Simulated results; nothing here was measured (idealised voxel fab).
Process module under the name voxel wiring stack
Each square cell in cross-section cut measures 5 nm, and the section as a whole is 265 nm wide.
The cross-sections in this document take the form of a grid made of square cells. They are written out as bands, in order from top to bottom. Each band consists of one or more rows of cells.
Top, bottom (nm), then materials left to right with widths (nm); lone material tagged "full width" fills the whole band edge to edge; "air" = empty space.
Beneath 0, the wafer as received is one material, and that level is where height counting begins. The lowest band goes on downward without a bottom; it is written like "0 -> down".
Quick explanation for "30 to 40": the width changes in equal steps down the rows of cells, from the first number in the band's top row to the second number in its bottom row.
A step reported as "no modification" is a step in which no cell of the cross-section changed.
If an empty space has no open way to the top and is at least 8 cells in size, "Internal closed voids" lists it, written width x height at distance, where distance is measured from the left edge and every value is in nm.
Heads up: the bit after the settings on a step's line is the simulator's remark on that step.
The line of a step may include "overlay nm". On a step with a mask, this value is how far to the right of its planned place the mask lay. A negative value means the mask lay to the left.

plan:
1: RECEIVE | material Si
2: CONFORMAL_DEP | material SiO2 | thk nm 15
3: CONFORMAL_DEP | material SiN | thk nm 5
4: DIRECTIONAL_DEP | material lowk | thk nm 15
5: PATTERN | tone open | mask id METAL_1 | material resist | width nm 25 | pitch nm 45 | thk nm 15 | overlay nm 0
6: DIRECTIONAL_ETCH | etch materials lowk | depth nm 15
7: DIRECTIONAL_ETCH | etch materials SiN | depth nm 5
8: STRIP | etch materials resist
9: CONFORMAL_DEP | material TiN | thk nm 5
10: FILL_DEP | material Cu | thk nm 5
11: CMP | height nm 35
12: EPI | material Ru | thk nm 5
13: FILL_DEP | material SiCN | thk nm 5
14: DIRECTIONAL_DEP | material SiO2 | thk nm 10
15: MASKED_ETCH | tone open | mask id PLUG_1 | width nm 15 | pitch nm 90 | etch materials SiO2 | depth nm 10 | overlay nm 0
16: MASKED_ETCH | tone open | mask id PLUG_1 | width nm 15 | pitch nm 90 | etch materials SiCN | depth nm 5 | overlay nm 0
17: EPI | material Ru | thk nm 10
18: EPI | material Ru | thk nm 5
19: CONFORMAL_DEP | material SiN | thk nm 5
20: DIRECTIONAL_DEP | material SiO2 | thk nm 20
21: MASKED_ETCH | tone open | mask id METAL_2 | width nm 25 | pitch nm 45 | etch materials SiO2 | depth nm 20 | overlay nm 0
22: MASKED_ETCH | tone open | mask id METAL_2 | width nm 25 | pitch nm 45 | etch materials SiN | depth nm 5 | overlay nm 0
23: CONFORMAL_DEP | material TiN | thk nm 5
24: FILL_DEP | material Cu | thk nm 10
25: CMP | height nm 80
26: CONFORMAL_DEP | material SiCN | thk nm 5
27: DIRECTIONAL_DEP | material SiO2 | thk nm 25
28: DIRECTIONAL_DEP | material aC | thk nm 10
29: PATTERN | tone open | mask id METAL_3 | material resist | width nm 25 | pitch nm 45 | thk nm 30 | overlay nm 0
30: DIRECTIONAL_ETCH | etch materials aC | depth nm 10
31: STRIP | etch materials resist
32: DIRECTIONAL_ETCH | etch materials SiO2 | depth nm 15
33: STRIP | etch materials aC
34: DIRECTIONAL_DEP | material aC | thk nm 10
35: PATTERN | tone open | mask id METAL_3_HOLES | material resist | width nm 15 | pitch nm 45 | thk nm 30 | overlay nm 0
36: DIRECTIONAL_ETCH | etch materials aC | depth nm 10
37: STRIP | etch materials resist
38: DIRECTIONAL_ETCH | etch materials SiO2 | depth nm 10
39: DIRECTIONAL_ETCH | etch materials SiCN | depth nm 5
40: STRIP | etch materials aC
41: CONFORMAL_DEP | material TiN | thk nm 5
42: FILL_DEP | material Cu | thk nm 10
43: CMP | height nm 110
44: CONFORMAL_DEP | material SiCN | thk nm 5
45: DIRECTIONAL_DEP | material SiO2 | thk nm 30
46: DIRECTIONAL_DEP | material aC | thk nm 10
47: PATTERN | tone open | mask id METAL_4_HOLES | material resist | width nm 15 | pitch nm 90 | thk nm 25 | overlay nm 0
48: DIRECTIONAL_ETCH | etch materials aC | depth nm 10
49: STRIP | etch materials resist
50: DIRECTIONAL_ETCH | etch materials SiO2 | depth nm 30
51: STRIP | etch materials aC
52: MASKED_ETCH | tone open | mask id METAL_4 | width nm 25 | pitch nm 45 | etch materials SiO2 | depth nm 20 | overlay nm 0
53: MASKED_ETCH | tone open | mask id METAL_4 | width nm 25 | pitch nm 45 | etch materials SiCN | depth nm 5 | overlay nm 0
54: CONFORMAL_DEP | material TiN | thk nm 5
55: FILL_DEP | material Ru | thk nm 10
56: CMP | height nm 145
57: CONFORMAL_DEP | material SiCN | thk nm 5

The first of a set of two wafers, run to plan:

As received (post step 1): cross-section:
> 0 -> down  Si full width
> Internal closed voids: none

You're looking at a cross-section of the wafer after step 2:
> 15 -> 0  SiO2 full width
> No changes below 0.

You're looking at a cross-section of the wafer after step 3:
> 20 -> 15  SiN full width
> No changes below 15.

You're looking at a cross-section of the wafer after step 4:
> 35 -> 20  lowk full width
> No changes below 20.

You're looking at a cross-section of the wafer after step 5:
> 50 -> 35  resist 50 / air 25 / resist 20 / air 25 / resist 20 / air 25 / resist 20 / air 25 / resist 55
> No changes below 35.

You're looking at a cross-section of the wafer after step 6:
> 50 -> 35  resist 50 / air 25 / resist 20 / air 25 / resist 20 / air 25 / resist 20 / air 25 / resist 55
> 35 -> 20  lowk 50 / air 25 / lowk 20 / air 25 / lowk 20 / air 25 / lowk 20 / air 25 / lowk 55
> No changes below 20.

You're looking at a cross-section of the wafer after step 7:
> 50 -> 35  resist 50 / air 25 / resist 20 / air 25 / resist 20 / air 25 / resist 20 / air 25 / resist 55
> 35 -> 20  lowk 50 / air 25 / lowk 20 / air 25 / lowk 20 / air 25 / lowk 20 / air 25 / lowk 55
> 20 -> 15  SiN 50 / air 25 / SiN 20 / air 25 / SiN 20 / air 25 / SiN 20 / air 25 / SiN 55
> No changes below 15.

You're looking at a cross-section of the wafer after step 8:
> 35 -> 20  lowk 50 / air 25 / lowk 20 / air 25 / lowk 20 / air 25 / lowk 20 / air 25 / lowk 55
> No changes below 20.

You're looking at a cross-section of the wafer after step 9:
> 40 -> 35  TiN 55 / air 15 / TiN 30 / air 15 / TiN 30 / air 15 / TiN 30 / air 15 / TiN 60
> 35 -> 20  lowk 50 / TiN 5 / air 15 / TiN 5 / lowk 20 / TiN 5 / air 15 / TiN 5 / lowk 20 / TiN 5 / air 15 / TiN 5 / lowk 20 / TiN 5 / air 15 / TiN 5 / lowk 55
> 20 -> 15  SiN 50 / TiN 25 / SiN 20 / TiN 25 / SiN 20 / TiN 25 / SiN 20 / TiN 25 / SiN 55
> No changes below 15.

You're looking at a cross-section of the wafer after step 10:
> 45 -> 40  Cu full width
> 40 -> 35  TiN 55 / Cu 15 / TiN 30 / Cu 15 / TiN 30 / Cu 15 / TiN 30 / Cu 15 / TiN 60
> 35 -> 20  lowk 50 / TiN 5 / Cu 15 / TiN 5 / lowk 20 / TiN 5 / Cu 15 / TiN 5 / lowk 20 / TiN 5 / Cu 15 / TiN 5 / lowk 20 / TiN 5 / Cu 15 / TiN 5 / lowk 55
> No changes below 20.

You're looking at a cross-section of the wafer after step 11:
> 35 -> 20  lowk 50 / TiN 5 / Cu 15 / TiN 5 / lowk 20 / TiN 5 / Cu 15 / TiN 5 / lowk 20 / TiN 5 / Cu 15 / TiN 5 / lowk 20 / TiN 5 / Cu 15 / TiN 5 / lowk 55
> No changes below 20.

You're looking at a cross-section of the wafer after step 12:
> 40 -> 35  air 45 / Ru 35 / air 10 / Ru 35 / air 10 / Ru 35 / air 10 / Ru 35 / air 50
> No changes below 35.

You're looking at a cross-section of the wafer after step 13:
> 45 -> 40  SiCN full width
> 40 -> 35  SiCN 45 / Ru 35 / SiCN 10 / Ru 35 / SiCN 10 / Ru 35 / SiCN 10 / Ru 35 / SiCN 50
> No changes below 35.

You're looking at a cross-section of the wafer after step 14:
> 55 -> 45  SiO2 full width
> No changes below 45.

You're looking at a cross-section of the wafer after step 15:
> 55 -> 45  SiO2 50 / air 15 / SiO2 75 / air 15 / SiO2 110
> No changes below 45.

You're looking at a cross-section of the wafer after step 16:
> 55 -> 45  SiO2 50 / air 15 / SiO2 75 / air 15 / SiO2 110
> 45 -> 40  SiCN 50 / air 15 / SiCN 75 / air 15 / SiCN 110
> No changes below 40.

You're looking at a cross-section of the wafer after step 17:
> 55 -> 50  SiO2 50 / air 15 / SiO2 75 / air 15 / SiO2 110
> 50 -> 45  SiO2 50 / Ru 15 / SiO2 75 / Ru 15 / SiO2 110
> 45 -> 40  SiCN 50 / Ru 15 / SiCN 75 / Ru 15 / SiCN 110
> No changes below 40.

You're looking at a cross-section of the wafer after step 18:
> 55 -> 45  SiO2 50 / Ru 15 / SiO2 75 / Ru 15 / SiO2 110
> No changes below 45.

You're looking at a cross-section of the wafer after step 19:
> 60 -> 55  SiN full width
> No changes below 55.

You're looking at a cross-section of the wafer after step 20:
> 80 -> 60  SiO2 full width
> No changes below 60.

You're looking at a cross-section of the wafer after step 21:
> 80 -> 60  SiO2 50 / air 25 / SiO2 20 / air 25 / SiO2 20 / air 25 / SiO2 20 / air 25 / SiO2 55
> No changes below 60.

You're looking at a cross-section of the wafer after step 22:
> 80 -> 60  SiO2 50 / air 25 / SiO2 20 / air 25 / SiO2 20 / air 25 / SiO2 20 / air 25 / SiO2 55
> 60 -> 55  SiN 50 / air 25 / SiN 20 / air 25 / SiN 20 / air 25 / SiN 20 / air 25 / SiN 55
> No changes below 55.

You're looking at a cross-section of the wafer after step 23:
> 85 -> 80  TiN 55 / air 15 / TiN 30 / air 15 / TiN 30 / air 15 / TiN 30 / air 15 / TiN 60
> 80 -> 60  SiO2 50 / TiN 5 / air 15 / TiN 5 / SiO2 20 / TiN 5 / air 15 / TiN 5 / SiO2 20 / TiN 5 / air 15 / TiN 5 / SiO2 20 / TiN 5 / air 15 / TiN 5 / SiO2 55
> 60 -> 55  SiN 50 / TiN 25 / SiN 20 / TiN 25 / SiN 20 / TiN 25 / SiN 20 / TiN 25 / SiN 55
> No changes below 55.

You're looking at a cross-section of the wafer after step 24:
> 95 -> 85  Cu full width
> 85 -> 80  TiN 55 / Cu 15 / TiN 30 / Cu 15 / TiN 30 / Cu 15 / TiN 30 / Cu 15 / TiN 60
> 80 -> 60  SiO2 50 / TiN 5 / Cu 15 / TiN 5 / SiO2 20 / TiN 5 / Cu 15 / TiN 5 / SiO2 20 / TiN 5 / Cu 15 / TiN 5 / SiO2 20 / TiN 5 / Cu 15 / TiN 5 / SiO2 55
> No changes below 60.

You're looking at a cross-section of the wafer after step 25:
> 80 -> 60  SiO2 50 / TiN 5 / Cu 15 / TiN 5 / SiO2 20 / TiN 5 / Cu 15 / TiN 5 / SiO2 20 / TiN 5 / Cu 15 / TiN 5 / SiO2 20 / TiN 5 / Cu 15 / TiN 5 / SiO2 55
> No changes below 60.

You're looking at a cross-section of the wafer after step 26:
> 85 -> 80  SiCN full width
> No changes below 80.

You're looking at a cross-section of the wafer after step 27:
> 110 -> 85  SiO2 full width
> No changes below 85.

You're looking at a cross-section of the wafer after step 28:
> 120 -> 110  aC full width
> No changes below 110.

You're looking at a cross-section of the wafer after step 29:
> 150 -> 120  resist 50 / air 25 / resist 20 / air 25 / resist 20 / air 25 / resist 20 / air 25 / resist 55
> No changes below 120.

You're looking at a cross-section of the wafer after step 30:
> 140 -> 120  resist 50 / air 25 / resist 20 / air 25 / resist 20 / air 25 / resist 20 / air 25 / resist 55
> 120 -> 110  aC 50 / air 25 / aC 20 / air 25 / aC 20 / air 25 / aC 20 / air 25 / aC 55
> No changes below 110.

You're looking at a cross-section of the wafer after step 31:
> 120 -> 110  aC 50 / air 25 / aC 20 / air 25 / aC 20 / air 25 / aC 20 / air 25 / aC 55
> No changes below 110.

You're looking at a cross-section of the wafer after step 32:
> 120 -> 110  aC 50 / air 25 / aC 20 / air 25 / aC 20 / air 25 / aC 20 / air 25 / aC 55
> 110 -> 95  SiO2 50 / air 25 / SiO2 20 / air 25 / SiO2 20 / air 25 / SiO2 20 / air 25 / SiO2 55
> No changes below 95.

You're looking at a cross-section of the wafer after step 33:
> 110 -> 95  SiO2 50 / air 25 / SiO2 20 / air 25 / SiO2 20 / air 25 / SiO2 20 / air 25 / SiO2 55
> No changes below 95.

You're looking at a cross-section of the wafer after step 34:
> 120 -> 110  aC 50 / air 25 / aC 20 / air 25 / aC 20 / air 25 / aC 20 / air 25 / aC 55
> 110 -> 105  SiO2 50 / air 25 / SiO2 20 / air 25 / SiO2 20 / air 25 / SiO2 20 / air 25 / SiO2 55
> 105 -> 95  SiO2 50 / aC 25 / SiO2 20 / aC 25 / SiO2 20 / aC 25 / SiO2 20 / aC 25 / SiO2 55
> No changes below 95.

You're looking at a cross-section of the wafer after step 35:
> 150 -> 120  resist 50 / air 15 / resist 30 / air 15 / resist 30 / air 15 / resist 30 / air 15 / resist 65
> 120 -> 110  aC 50 / air 15 / resist 10 / aC 20 / air 15 / resist 10 / aC 20 / air 15 / resist 10 / aC 20 / air 15 / resist 10 / aC 55
> 110 -> 105  SiO2 50 / air 15 / resist 10 / SiO2 20 / air 15 / resist 10 / SiO2 20 / air 15 / resist 10 / SiO2 20 / air 15 / resist 10 / SiO2 55
> No changes below 105.

You're looking at a cross-section of the wafer after step 36:
> 140 -> 120  resist 50 / air 15 / resist 30 / air 15 / resist 30 / air 15 / resist 30 / air 15 / resist 65
> 120 -> 110  aC 50 / air 15 / resist 10 / aC 20 / air 15 / resist 10 / aC 20 / air 15 / resist 10 / aC 20 / air 15 / resist 10 / aC 55
> 110 -> 105  SiO2 50 / air 15 / resist 10 / SiO2 20 / air 15 / resist 10 / SiO2 20 / air 15 / resist 10 / SiO2 20 / air 15 / resist 10 / SiO2 55
> 105 -> 95  SiO2 50 / air 15 / aC 10 / SiO2 20 / air 15 / aC 10 / SiO2 20 / air 15 / aC 10 / SiO2 20 / air 15 / aC 10 / SiO2 55
> No changes below 95.

You're looking at a cross-section of the wafer after step 37:
> 120 -> 110  aC 50 / air 25 / aC 20 / air 25 / aC 20 / air 25 / aC 20 / air 25 / aC 55
> 110 -> 105  SiO2 50 / air 25 / SiO2 20 / air 25 / SiO2 20 / air 25 / SiO2 20 / air 25 / SiO2 55
> No changes below 105.

You're looking at a cross-section of the wafer after step 38:
> 120 -> 110  aC 50 / air 25 / aC 20 / air 25 / aC 20 / air 25 / aC 20 / air 25 / aC 55
> 110 -> 105  SiO2 50 / air 25 / SiO2 20 / air 25 / SiO2 20 / air 25 / SiO2 20 / air 25 / SiO2 55
> 105 -> 95  SiO2 50 / air 15 / aC 10 / SiO2 20 / air 15 / aC 10 / SiO2 20 / air 15 / aC 10 / SiO2 20 / air 15 / aC 10 / SiO2 55
> 95 -> 85  SiO2 50 / air 15 / SiO2 30 / air 15 / SiO2 30 / air 15 / SiO2 30 / air 15 / SiO2 65
> No changes below 85.

You're looking at a cross-section of the wafer after step 39:
> 120 -> 110  aC 50 / air 25 / aC 20 / air 25 / aC 20 / air 25 / aC 20 / air 25 / aC 55
> 110 -> 105  SiO2 50 / air 25 / SiO2 20 / air 25 / SiO2 20 / air 25 / SiO2 20 / air 25 / SiO2 55
> 105 -> 95  SiO2 50 / air 15 / aC 10 / SiO2 20 / air 15 / aC 10 / SiO2 20 / air 15 / aC 10 / SiO2 20 / air 15 / aC 10 / SiO2 55
> 95 -> 85  SiO2 50 / air 15 / SiO2 30 / air 15 / SiO2 30 / air 15 / SiO2 30 / air 15 / SiO2 65
> 85 -> 80  SiCN 50 / air 15 / SiCN 30 / air 15 / SiCN 30 / air 15 / SiCN 30 / air 15 / SiCN 65
> No changes below 80.

You're looking at a cross-section of the wafer after step 40:
> 110 -> 95  SiO2 50 / air 25 / SiO2 20 / air 25 / SiO2 20 / air 25 / SiO2 20 / air 25 / SiO2 55
> No changes below 95.

You're looking at a cross-section of the wafer after step 41:
> 115 -> 110  TiN 55 / air 15 / TiN 30 / air 15 / TiN 30 / air 15 / TiN 30 / air 15 / TiN 60
> 110 -> 100  SiO2 50 / TiN 5 / air 15 / TiN 5 / SiO2 20 / TiN 5 / air 15 / TiN 5 / SiO2 20 / TiN 5 / air 15 / TiN 5 / SiO2 20 / TiN 5 / air 15 / TiN 5 / SiO2 55
> 100 -> 95  SiO2 50 / TiN 5 / air 5 / TiN 15 / SiO2 20 / TiN 5 / air 5 / TiN 15 / SiO2 20 / TiN 5 / air 5 / TiN 15 / SiO2 20 / TiN 5 / air 5 / TiN 15 / SiO2 55
> 95 -> 85  SiO2 50 / TiN 5 / air 5 / TiN 5 / SiO2 30 / TiN 5 / air 5 / TiN 5 / SiO2 30 / TiN 5 / air 5 / TiN 5 / SiO2 30 / TiN 5 / air 5 / TiN 5 / SiO2 65
> 85 -> 80  SiCN 50 / TiN 15 / SiCN 30 / TiN 15 / SiCN 30 / TiN 15 / SiCN 30 / TiN 15 / SiCN 65
> No changes below 80.

You're looking at a cross-section of the wafer after step 42:
> 125 -> 115  Cu full width
> 115 -> 110  TiN 55 / Cu 15 / TiN 30 / Cu 15 / TiN 30 / Cu 15 / TiN 30 / Cu 15 / TiN 60
> 110 -> 100  SiO2 50 / TiN 5 / Cu 15 / TiN 5 / SiO2 20 / TiN 5 / Cu 15 / TiN 5 / SiO2 20 / TiN 5 / Cu 15 / TiN 5 / SiO2 20 / TiN 5 / Cu 15 / TiN 5 / SiO2 55
> 100 -> 95  SiO2 50 / TiN 5 / Cu 5 / TiN 15 / SiO2 20 / TiN 5 / Cu 5 / TiN 15 / SiO2 20 / TiN 5 / Cu 5 / TiN 15 / SiO2 20 / TiN 5 / Cu 5 / TiN 15 / SiO2 55
> 95 -> 85  SiO2 50 / TiN 5 / Cu 5 / TiN 5 / SiO2 30 / TiN 5 / Cu 5 / TiN 5 / SiO2 30 / TiN 5 / Cu 5 / TiN 5 / SiO2 30 / TiN 5 / Cu 5 / TiN 5 / SiO2 65
> No changes below 85.

You're looking at a cross-section of the wafer after step 43:
> 110 -> 100  SiO2 50 / TiN 5 / Cu 15 / TiN 5 / SiO2 20 / TiN 5 / Cu 15 / TiN 5 / SiO2 20 / TiN 5 / Cu 15 / TiN 5 / SiO2 20 / TiN 5 / Cu 15 / TiN 5 / SiO2 55
> No changes below 100.

You're looking at a cross-section of the wafer after step 44:
> 115 -> 110  SiCN full width
> No changes below 110.

You're looking at a cross-section of the wafer after step 45:
> 145 -> 115  SiO2 full width
> No changes below 115.

You're looking at a cross-section of the wafer after step 46:
> 155 -> 145  aC full width
> No changes below 145.

You're looking at a cross-section of the wafer after step 47:
> 180 -> 155  resist 50 / air 15 / resist 75 / air 15 / resist 110
> No changes below 155.

You're looking at a cross-section of the wafer after step 48:
> 170 -> 155  resist 50 / air 15 / resist 75 / air 15 / resist 110
> 155 -> 145  aC 50 / air 15 / aC 75 / air 15 / aC 110
> No changes below 145.

You're looking at a cross-section of the wafer after step 49:
> 155 -> 145  aC 50 / air 15 / aC 75 / air 15 / aC 110
> No changes below 145.

You're looking at a cross-section of the wafer after step 50:
> 155 -> 145  aC 50 / air 15 / aC 75 / air 15 / aC 110
> 145 -> 115  SiO2 50 / air 15 / SiO2 75 / air 15 / SiO2 110
> No changes below 115.

You're looking at a cross-section of the wafer after step 51:
> 145 -> 115  SiO2 50 / air 15 / SiO2 75 / air 15 / SiO2 110
> No changes below 115.

You're looking at a cross-section of the wafer after step 52:
> 145 -> 125  SiO2 50 / air 25 / SiO2 20 / air 25 / SiO2 20 / air 25 / SiO2 20 / air 25 / SiO2 55
> No changes below 125.

You're looking at a cross-section of the wafer after step 53:
> 145 -> 125  SiO2 50 / air 25 / SiO2 20 / air 25 / SiO2 20 / air 25 / SiO2 20 / air 25 / SiO2 55
> 125 -> 115  SiO2 50 / air 15 / SiO2 75 / air 15 / SiO2 110
> 115 -> 110  SiCN 50 / air 15 / SiCN 75 / air 15 / SiCN 110
> No changes below 110.

You're looking at a cross-section of the wafer after step 54:
> 150 -> 145  TiN 55 / air 15 / TiN 30 / air 15 / TiN 30 / air 15 / TiN 30 / air 15 / TiN 60
> 145 -> 130  SiO2 50 / TiN 5 / air 15 / TiN 5 / SiO2 20 / TiN 5 / air 15 / TiN 5 / SiO2 20 / TiN 5 / air 15 / TiN 5 / SiO2 20 / TiN 5 / air 15 / TiN 5 / SiO2 55
> 130 -> 125  SiO2 50 / TiN 5 / air 5 / TiN 15 / SiO2 20 / TiN 25 / SiO2 20 / TiN 5 / air 5 / TiN 15 / SiO2 20 / TiN 25 / SiO2 55
> 125 -> 115  SiO2 50 / TiN 5 / air 5 / TiN 5 / SiO2 75 / TiN 5 / air 5 / TiN 5 / SiO2 110
> 115 -> 110  SiCN 50 / TiN 15 / SiCN 75 / TiN 15 / SiCN 110
> No changes below 110.

You're looking at a cross-section of the wafer after step 55:
> 160 -> 150  Ru full width
> 150 -> 145  TiN 55 / Ru 15 / TiN 30 / Ru 15 / TiN 30 / Ru 15 / TiN 30 / Ru 15 / TiN 60
> 145 -> 130  SiO2 50 / TiN 5 / Ru 15 / TiN 5 / SiO2 20 / TiN 5 / Ru 15 / TiN 5 / SiO2 20 / TiN 5 / Ru 15 / TiN 5 / SiO2 20 / TiN 5 / Ru 15 / TiN 5 / SiO2 55
> 130 -> 125  SiO2 50 / TiN 5 / Ru 5 / TiN 15 / SiO2 20 / TiN 25 / SiO2 20 / TiN 5 / Ru 5 / TiN 15 / SiO2 20 / TiN 25 / SiO2 55
> 125 -> 115  SiO2 50 / TiN 5 / Ru 5 / TiN 5 / SiO2 75 / TiN 5 / Ru 5 / TiN 5 / SiO2 110
> No changes below 115.

You're looking at a cross-section of the wafer after step 56:
> 145 -> 130  SiO2 50 / TiN 5 / Ru 15 / TiN 5 / SiO2 20 / TiN 5 / Ru 15 / TiN 5 / SiO2 20 / TiN 5 / Ru 15 / TiN 5 / SiO2 20 / TiN 5 / Ru 15 / TiN 5 / SiO2 55
> No changes below 130.

You're looking at a cross-section of the wafer after step 57:
> 150 -> 145  SiCN full width
> No changes below 145.

Wafer two of the pair: same origin, same plan, one error during the run; identical to wafer one up to and including step 42:

Cross-section, second wafer, at the end time the plan gives for step 43:
> 105 -> 95  SiO2 50 / TiN 5 / Cu 15 to 5 / TiN 5 to 15 / SiO2 20 / TiN 5 / Cu 15 to 5 / TiN 5 to 15 / SiO2 20 / TiN 5 / Cu 15 to 5 / TiN 5 to 15 / SiO2 20 / TiN 5 / Cu 15 to 5 / TiN 5 to 15 / SiO2 55
> No changes below 95.

Cross-section, second wafer, at the end time the plan gives for step 44:
> 110 -> 105  SiCN full width
> No changes below 105.

Cross-section, second wafer, at the end time the plan gives for step 45:
> 140 -> 110  SiO2 full width
> No changes below 110.

Cross-section, second wafer, at the end time the plan gives for step 46:
> 150 -> 140  aC full width
> No changes below 140.

Cross-section, second wafer, at the end time the plan gives for step 47:
> 175 -> 150  resist 50 / air 15 / resist 75 / air 15 / resist 110
> No changes below 150.

Cross-section, second wafer, at the end time the plan gives for step 48:
> 165 -> 150  resist 50 / air 15 / resist 75 / air 15 / resist 110
> 150 -> 140  aC 50 / air 15 / aC 75 / air 15 / aC 110
> No changes below 140.

Cross-section, second wafer, at the end time the plan gives for step 49:
> 150 -> 140  aC 50 / air 15 / aC 75 / air 15 / aC 110
> No changes below 140.

Cross-section, second wafer, at the end time the plan gives for step 50:
> 150 -> 140  aC 50 / air 15 / aC 75 / air 15 / aC 110
> 140 -> 110  SiO2 50 / air 15 / SiO2 75 / air 15 / SiO2 110
> No changes below 110.

Cross-section, second wafer, at the end time the plan gives for step 51:
> 140 -> 110  SiO2 50 / air 15 / SiO2 75 / air 15 / SiO2 110
> No changes below 110.

Cross-section, second wafer, at the end time the plan gives for step 52:
> 140 -> 120  SiO2 50 / air 25 / SiO2 20 / air 25 / SiO2 20 / air 25 / SiO2 20 / air 25 / SiO2 55
> No changes below 120.

Cross-section, second wafer, at the end time the plan gives for step 53:
> 140 -> 120  SiO2 50 / air 25 / SiO2 20 / air 25 / SiO2 20 / air 25 / SiO2 20 / air 25 / SiO2 55
> 120 -> 110  SiO2 50 / air 15 / SiO2 75 / air 15 / SiO2 110
> 110 -> 105  SiCN 50 / air 15 / SiCN 75 / air 15 / SiCN 110
> No changes below 105.

Cross-section, second wafer, at the end time the plan gives for step 54:
> 145 -> 140  TiN 55 / air 15 / TiN 30 / air 15 / TiN 30 / air 15 / TiN 30 / air 15 / TiN 60
> 140 -> 125  SiO2 50 / TiN 5 / air 15 / TiN 5 / SiO2 20 / TiN 5 / air 15 / TiN 5 / SiO2 20 / TiN 5 / air 15 / TiN 5 / SiO2 20 / TiN 5 / air 15 / TiN 5 / SiO2 55
> 125 -> 120  SiO2 50 / TiN 5 / air 5 / TiN 15 / SiO2 20 / TiN 25 / SiO2 20 / TiN 5 / air 5 / TiN 15 / SiO2 20 / TiN 25 / SiO2 55
> 120 -> 110  SiO2 50 / TiN 5 / air 5 / TiN 5 / SiO2 75 / TiN 5 / air 5 / TiN 5 / SiO2 110
> 110 -> 105  SiCN 50 / TiN 15 / SiCN 75 / TiN 15 / SiCN 110
> No changes below 105.

Cross-section, second wafer, at the end time the plan gives for step 55:
> 155 -> 145  Ru full width
> 145 -> 140  TiN 55 / Ru 15 / TiN 30 / Ru 15 / TiN 30 / Ru 15 / TiN 30 / Ru 15 / TiN 60
> 140 -> 125  SiO2 50 / TiN 5 / Ru 15 / TiN 5 / SiO2 20 / TiN 5 / Ru 15 / TiN 5 / SiO2 20 / TiN 5 / Ru 15 / TiN 5 / SiO2 20 / TiN 5 / Ru 15 / TiN 5 / SiO2 55
> 125 -> 120  SiO2 50 / TiN 5 / Ru 5 / TiN 15 / SiO2 20 / TiN 25 / SiO2 20 / TiN 5 / Ru 5 / TiN 15 / SiO2 20 / TiN 25 / SiO2 55
> 120 -> 110  SiO2 50 / TiN 5 / Ru 5 / TiN 5 / SiO2 75 / TiN 5 / Ru 5 / TiN 5 / SiO2 110
> No changes below 110.

Cross-section, second wafer, at the end time the plan gives for step 56:
> 145 -> 140  TiN 55 / Ru 15 / TiN 30 / Ru 15 / TiN 30 / Ru 15 / TiN 30 / Ru 15 / TiN 60
> No changes below 140.

Cross-section, second wafer, at the end time the plan gives for step 57:
> 150 -> 145  SiCN full width
> No changes below 145.
What was done differently from what was planned? heads up, step 43 didn't go per plan, it actually ran as CMP | height nm 105
Materials where the second wafer ends with more or fewer cells than the first: -12 Cu | +12 Ru | -33 SiO2 | +33 TiN
